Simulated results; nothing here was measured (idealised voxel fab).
process module | voxel double patterning
cross-section cut | 200 nm wide | cells 5 nm
A cross-section is a grid of square cells, given in bands from the top down. A band is one or more rows of cells.
Each band's line starts with the height of the band's top and of its bottom, in nm. Then come its materials from left to right, each with its width in nm. One material with "throughout" fills the band from edge to edge. "air" is empty space.
Height 0 is the level under which the wafer as received is all one material. The lowest band goes on downwards, as in "0 down".
A width such as "30 to 40" changes by the same amount from each row of cells to the next, from the band's top row to its bottom row.
"no change" after a step means that no cell of the cross-section changed.
closed voids: empty space of 8 cells or more with no open way to the top, each as width x height at its distance from the left edge, in nm
after a step's settings: what the simulator itself notes on the step
overlay nm, on a step with a mask: how far to the right of its planned place the mask lay; to the left if negative
plan
1 op RECEIVE | material Si
2 op CONFORMAL_DEP | material SiN | thk nm 5
3 op DIRECTIONAL_DEP | material SiO2 | thk nm 20
4 op DIRECTIONAL_DEP | material SiCN | thk nm 10
5 op DIRECTIONAL_DEP | material aC | thk nm 10
6 op PATTERN | tone open | mask id FIRST | material resist | width nm 15 | pitch nm 50 | thk nm 30 | overlay nm 0
7 op DIRECTIONAL_ETCH | etch materials aC | depth nm 10
8 op STRIP | etch materials resist
9 op DIRECTIONAL_ETCH | etch materials SiCN | depth nm 10
10 op STRIP | etch materials aC
11 op MASKED_ETCH | tone open | mask id SECOND | width nm 15 | etch materials SiCN | depth nm 10 | overlay nm -15
12 op DIRECTIONAL_ETCH | etch materials SiO2 | depth nm 20
13 op STRIP | etch materials SiCN
varied across the wafers: overlay nm of step 11. The plan shows the first wafer's value. All wafers start alike
first wafer as received, after step 1
  0 down: Si throughout
  closed voids: none
each wafer at the end: cells of each material gained (+) or lost (-) since it was received, then its closed voids
overlay nm -15 | +40 SiN | +128 SiO2 | closed voids: none
overlay nm -10 | +40 SiN | +124 SiO2 | closed voids: none
overlay nm -5 | +40 SiN | +124 SiO2 | closed voids: none
overlay nm 0 | +40 SiN | +124 SiO2 | closed voids: none
overlay nm 5 | +40 SiN | +124 SiO2 | closed voids: none
overlay nm 10 | +40 SiN | +124 SiO2 | closed voids: none
overlay nm 15 | +40 SiN | +128 SiO2 | closed voids: none
